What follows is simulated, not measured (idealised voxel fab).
The process module presented herein is designated voxel self aligned contacts.
Section shown: cut. Width: 295 nm. Cell size: 5 nm, square.
Format of a cross-section: grid, square cells. Given as bands. Order: top down. Band: one or more rows of cells.
Heads up on the band format: heights come first, top then bottom, in nm. After that it's the materials left to right, each with its width in nm. A single material flagged "everywhere" fills the whole band edge to edge, and "empty" means there's empty space there.
All heights in this document are referenced to 0, defined as the level beneath which the wafer, as received, consists entirely of one material. The lowest band is not bounded below; it extends indefinitely downward and is written in the form "0 -> down".
Note: "30->40" means the width goes from the first number (top row of the band) to the second number (bottom row) in equal steps per row of cells.
Reading "nothing altered" for a step: not a cell of the cross-section changed in it.
Empty spaces counting at least 8 cells and having no open way to the top are listed in "Closed void entries". The notation width x height at distance is used for each, the distance being from the left edge and all three values in nm.
The remark found on a step's line after its settings is issued by the simulator itself and pertains to that step.
overlay nm: for a step with a mask, the amount by which the mask lay right of where it was planned; a negative amount means left of it.
So here's the lineup of process steps we planned
- 1: RECEIVE,material Si
- 2: OXIDIZE,depth nm 5
- 3: DIRECTIONAL_DEP,material polySi,thk nm 30
- 4: DIRECTIONAL_DEP,material SiN,thk nm 20
- 5: PATTERN,tone cover,mask id GATE,material resist,width nm 30,pitch nm 65,thk nm 15,overlay nm 0
- 6: DIRECTIONAL_ETCH,etch materials SiN,depth nm 20
- 7: DIRECTIONAL_ETCH,etch materials polySi,depth nm 30
- 8: STRIP,etch materials resist
- 9: CONFORMAL_DEP,material SiN,thk nm 5
- 10: DIRECTIONAL_ETCH,etch materials SiN,depth nm 5
- 11: FILL_DEP,material SiO2,thk nm 15
- 12: CMP,height nm 60
- 13: PATTERN,tone open,mask id CONTACT,material resist,width nm 45,thk nm 20,overlay nm 0
- 14: DIRECTIONAL_ETCH,etch materials SiO2,depth nm 65
- 15: STRIP,etch materials resist
- 16: CONFORMAL_DEP,material TiN,thk nm 5
- 17: FILL_DEP,material Ru,thk nm 10
- 18: CMP,height nm 60
- 19: CONFORMAL_DEP,material SiCN,thk nm 5
First out of two wafers; run went to plan
So this is the incoming wafer in cross-section - it's already been through step 1
	0 -> down  Si everywhere
	Closed void entries: none
You're looking at a cross-section of the wafer after step 2
	0 -> -5  SiO2 everywhere
	At heights below -5, the structure remains unaltered.
You're looking at a cross-section of the wafer after step 3
	30 -> 0  polySi everywhere
	At heights below 0, the structure remains unaltered.
You're looking at a cross-section of the wafer after step 4
	50 -> 30  SiN everywhere
	At heights below 30, the structure remains unaltered.
You're looking at a cross-section of the wafer after step 5
	65 -> 50  100 of empty, 30 of resist, 35 of empty, 30 of resist, 100 of empty
	At heights below 50, the structure remains unaltered.
You're looking at a cross-section of the wafer after step 6
	65 -> 50  100 of empty, 30 of resist, 35 of empty, 30 of resist, 100 of empty
	50 -> 30  100 of empty, 30 of SiN, 35 of empty, 30 of SiN, 100 of empty
	At heights below 30, the structure remains unaltered.
You're looking at a cross-section of the wafer after step 7
	65 -> 50  100 of empty, 30 of resist, 35 of empty, 30 of resist, 100 of empty
	50 -> 30  100 of empty, 30 of SiN, 35 of empty, 30 of SiN, 100 of empty
	30 -> 0  100 of empty, 30 of polySi, 35 of empty, 30 of polySi, 100 of empty
	At heights below 0, the structure remains unaltered.
You're looking at a cross-section of the wafer after step 8
	50 -> 30  100 of empty, 30 of SiN, 35 of empty, 30 of SiN, 100 of empty
	At heights below 30, the structure remains unaltered.
You're looking at a cross-section of the wafer after step 9
	55 -> 30  95 of empty, 40 of SiN, 25 of empty, 40 of SiN, 95 of empty
	30 -> 5  95 of empty, 5 of SiN, 30 of polySi, 5 of SiN, 25 of empty, 5 of SiN, 30 of polySi, 5 of SiN, 95 of empty
	5 -> 0  100 of SiN, 30 of polySi, 35 of SiN, 30 of polySi, 100 of SiN
	At heights below 0, the structure remains unaltered.
You're looking at a cross-section of the wafer after step 10
	50 -> 30  95 of empty, 40 of SiN, 25 of empty, 40 of SiN, 95 of empty
	30 -> 0  95 of empty, 5 of SiN, 30 of polySi, 5 of SiN, 25 of empty, 5 of SiN, 30 of polySi, 5 of SiN, 95 of empty
	At heights below 0, the structure remains unaltered.
You're looking at a cross-section of the wafer after step 11
	65 -> 50  SiO2 everywhere
	50 -> 30  95 of SiO2, 40 of SiN, 25 of SiO2, 40 of SiN, 95 of SiO2
	30 -> 0  95 of SiO2, 5 of SiN, 30 of polySi, 5 of SiN, 25 of SiO2, 5 of SiN, 30 of polySi, 5 of SiN, 95 of SiO2
	At heights below 0, the structure remains unaltered.
You're looking at a cross-section of the wafer after step 12
	60 -> 50  SiO2 everywhere
	At heights below 50, the structure remains unaltered.
You're looking at a cross-section of the wafer after step 13
	80 -> 60  125 of resist, 45 of empty, 125 of resist
	At heights below 60, the structure remains unaltered.
You're looking at a cross-section of the wafer after step 14
	80 -> 60  125 of resist, 45 of empty, 125 of resist
	60 -> 50  125 of SiO2, 45 of empty, 125 of SiO2
	50 -> 30  95 of SiO2, 40 of SiN, 25 of empty, 40 of SiN, 95 of SiO2
	30 -> 0  95 of SiO2, 5 of SiN, 30 of polySi, 5 of SiN, 25 of empty, 5 of SiN, 30 of polySi, 5 of SiN, 95 of SiO2
	0 -> -5  135 of SiO2, 25 of empty, 135 of SiO2
	At heights below -5, the structure remains unaltered.
You're looking at a cross-section of the wafer after step 15
	60 -> 50  125 of SiO2, 45 of empty, 125 of SiO2
	At heights below 50, the structure remains unaltered.
You're looking at a cross-section of the wafer after step 16
	65 -> 60  130 of TiN, 35 of empty, 130 of TiN
	60 -> 50  125 of SiO2, 5->15 of TiN, 35->15 of empty, 5->15 of TiN, 125 of SiO2
	50 -> 30  95 of SiO2, 40 of SiN, 5 of TiN, 15 of empty, 5 of TiN, 40 of SiN, 95 of SiO2
	30 -> 0  95 of SiO2, 5 of SiN, 30 of polySi, 5 of SiN, 5 of TiN, 15 of empty, 5 of TiN, 5 of SiN, 30 of polySi, 5 of SiN, 95 of SiO2
	0 -> -5  135 of SiO2, 25 of TiN, 135 of SiO2
	At heights below -5, the structure remains unaltered.
You're looking at a cross-section of the wafer after step 17
	75 -> 65  Ru everywhere
	65 -> 60  130 of TiN, 35 of Ru, 130 of TiN
	60 -> 50  125 of SiO2, 5->15 of TiN, 35->15 of Ru, 5->15 of TiN, 125 of SiO2
	50 -> 30  95 of SiO2, 40 of SiN, 5 of TiN, 15 of Ru, 5 of TiN, 40 of SiN, 95 of SiO2
	30 -> 0  95 of SiO2, 5 of SiN, 30 of polySi, 5 of SiN, 5 of TiN, 15 of Ru, 5 of TiN, 5 of SiN, 30 of polySi, 5 of SiN, 95 of SiO2
	At heights below 0, the structure remains unaltered.
You're looking at a cross-section of the wafer after step 18
	60 -> 50  125 of SiO2, 5->15 of TiN, 35->15 of Ru, 5->15 of TiN, 125 of SiO2
	At heights below 50, the structure remains unaltered.
You're looking at a cross-section of the wafer after step 19
	65 -> 60  SiCN everywhere
	At heights below 60, the structure remains unaltered.
Wafer two: like wafer one in start and plan, but with one mistake in execution; identical up to and including step 8
Second wafer shown in cross-section at the time step 9 was slated to end
	65 -> 30  85 of empty, 60 of SiN, 5 of empty, 60 of SiN, 85 of empty
	30 -> 15  85 of empty, 15 of SiN, 30 of polySi, 15 of SiN, 5 of empty, 15 of SiN, 30 of polySi, 15 of SiN, 85 of empty
	15 -> 0  100 of SiN, 30 of polySi, 35 of SiN, 30 of polySi, 100 of SiN
	At heights below 0, the structure remains unaltered.
Second wafer shown in cross-section at the time step 10 was slated to end
	60 -> 30  85 of empty, 60 of SiN, 5 of empty, 60 of SiN, 85 of empty
	30 -> 10  85 of empty, 15 of SiN, 30 of polySi, 15 of SiN, 5 of empty, 15 of SiN, 30 of polySi, 15 of SiN, 85 of empty
	At heights below 10, the structure remains unaltered.
Second wafer shown in cross-section at the time step 11 was slated to end
	75 -> 60  SiO2 everywhere
	60 -> 30  85 of SiO2, 60 of SiN, 5 of SiO2, 60 of SiN, 85 of SiO2
	30 -> 10  85 of SiO2, 15 of SiN, 30 of polySi, 15 of SiN, 5 of SiO2, 15 of SiN, 30 of polySi, 15 of SiN, 85 of SiO2
	At heights below 10, the structure remains unaltered.
Second wafer shown in cross-section at the time step 12 was slated to end
	60 -> 30  85 of SiO2, 60 of SiN, 5 of SiO2, 60 of SiN, 85 of SiO2
	At heights below 30, the structure remains unaltered.
Second wafer shown in cross-section at the time step 13 was slated to end
	80 -> 60  125 of resist, 45 of empty, 125 of resist
	At heights below 60, the structure remains unaltered.
Second wafer shown in cross-section at the time step 14 was slated to end
	80 -> 60  125 of resist, 45 of empty, 125 of resist
	60 -> 30  85 of SiO2, 60 of SiN, 5 of empty, 60 of SiN, 85 of SiO2
	30 -> 10  85 of SiO2, 15 of SiN, 30 of polySi, 15 of SiN, 5 of empty, 15 of SiN, 30 of polySi, 15 of SiN, 85 of SiO2
	At heights below 10, the structure remains unaltered.
Second wafer shown in cross-section at the time step 15 was slated to end
	60 -> 30  85 of SiO2, 60 of SiN, 5 of empty, 60 of SiN, 85 of SiO2
	At heights below 30, the structure remains unaltered.
Second wafer shown in cross-section at the time step 16 was slated to end
	65 -> 60  TiN everywhere
	60 -> 30  85 of SiO2, 60 of SiN, 5 of TiN, 60 of SiN, 85 of SiO2
	30 -> 10  85 of SiO2, 15 of SiN, 30 of polySi, 15 of SiN, 5 of TiN, 15 of SiN, 30 of polySi, 15 of SiN, 85 of SiO2
	At heights below 10, the structure remains unaltered.
Second wafer shown in cross-section at the time step 17 was slated to end
	75 -> 65  Ru everywhere
	At heights below 65, the structure remains unaltered.
Second wafer shown in cross-section at the time step 18 was slated to end
	60 -> 30  85 of SiO2, 60 of SiN, 5 of TiN, 60 of SiN, 85 of SiO2
	At heights below 30, the structure remains unaltered.
Second wafer shown in cross-section at the time step 19 was slated to end
	65 -> 60  SiCN everywhere
	At heights below 60, the structure remains unaltered.
Short version of what went wrong: step 9 was run on a setting that differed from the plan, and what really ran there is CONFORMAL_DEP,material SiN,thk nm 15
Bottom line after processing is that, in cells, the second wafer is up or down on some materials versus the first: 40 fewer of Ru | 198 more of SiN | 135 fewer of SiO2 | 23 fewer of TiN
